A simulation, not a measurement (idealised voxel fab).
process module | voxel air gaps
cross-section cut | 270 nm wide | cells 5 nm
A cross-section is a grid of square cells, given in bands from the top down. A band is one or more rows of cells.
Each band's line starts with the height of the band's top and of its bottom, in nm. Then come its materials from left to right, each with its width in nm. One material with "throughout" fills the band from edge to edge. "air" is empty space.
Height 0 is the level under which the wafer as received is all one material. The lowest band goes on downwards, as in "0 down".
A width such as "30 to 40" changes by the same amount from each row of cells to the next, from the band's top row to its bottom row.
"no change" after a step means that no cell of the cross-section changed.
closed voids: empty space of 8 cells or more with no open way to the top, each as width x height at its distance from the left edge, in nm
after a step's settings: what the simulator itself notes on the step
overlay nm, on a step with a mask: how far to the right of its planned place the mask lay; to the left if negative
plan
1 op RECEIVE | material Si
2 op CONFORMAL_DEP | material SiO2 | thk nm 15
3 op CONFORMAL_DEP | material SiN | thk nm 5
4 op DIRECTIONAL_DEP | material lowk | thk nm 30
5 op PATTERN | tone open | mask id LINES | material resist | width nm 25 | pitch nm 50 | thk nm 15 | overlay nm 0
6 op DIRECTIONAL_ETCH | etch materials lowk | depth nm 30
7 op STRIP | etch materials resist
8 op CONFORMAL_DEP | material TiN | thk nm 5
9 op FILL_DEP | material Cu | thk nm 10
10 op CMP | height nm 50
11 op EPI | material Ru | thk nm 10
12 op SELECTIVE_ETCH | etch materials lowk | depth nm 40
13 op CONFORMAL_DEP | material SiCN | thk nm 5
as received, after step 1
  0 down: Si throughout
  closed voids: none
first wafer at the end, as planned
  65 to 60: air 30 | SiCN 205 | air 35
  60 to 50: air 30 | SiCN 5 | Ru 45 | SiCN 5 | Ru 45 | SiCN 5 | Ru 45 | SiCN 5 | Ru 45 | SiCN 5 | air 35
  50 to 45: air 30 | SiCN 15 | TiN 5 | Cu 15 | TiN 5 | SiCN 25 | TiN 5 | Cu 15 | TiN 5 | SiCN 25 | TiN 5 | Cu 15 | TiN 5 | SiCN 25 | TiN 5 | Cu 15 | TiN 5 | SiCN 15 | air 35
  45 to 25: air 40 | SiCN 5 | TiN 5 | Cu 15 | TiN 5 | SiCN 5 | air 15 | SiCN 5 | TiN 5 | Cu 15 | TiN 5 | SiCN 5 | air 15 | SiCN 5 | TiN 5 | Cu 15 | TiN 5 | SiCN 5 | air 15 | SiCN 5 | TiN 5 | Cu 15 | TiN 5 | SiCN 5 | air 45
  25 to 20: SiCN 45 | TiN 25 | SiCN 25 | TiN 25 | SiCN 25 | TiN 25 | SiCN 25 | TiN 25 | SiCN 50
  20 to 15: SiN throughout
  15 to 0: SiO2 throughout
  0 down: Si throughout
  closed voids: 15 x 20 at 75; 15 x 20 at 125; 15 x 20 at 175
second wafer at the end: like start, like plan, one mistake
  55 to 50: SiCN throughout
  50 to 25: lowk 45 | TiN 5 | Cu 15 | TiN 5 | lowk 25 | TiN 5 | Cu 15 | TiN 5 | lowk 25 | TiN 5 | Cu 15 | TiN 5 | lowk 25 | TiN 5 | Cu 15 | TiN 5 | lowk 50
  25 to 20: lowk 45 | TiN 25 | lowk 25 | TiN 25 | lowk 25 | TiN 25 | lowk 25 | TiN 25 | lowk 50
  20 to 15: SiN throughout
  15 to 0: SiO2 throughout
  0 down: Si throughout
  closed voids: none
what went wrong: step 12 ran as: op SELECTIVE_ETCH | etch materials Ru | depth nm 40
at the end the second wafer has, in cells: 72 fewer of Ru | 84 fewer of SiCN | 204 more of lowk
closed voids at the end (first wafer, second wafer): 3, 0
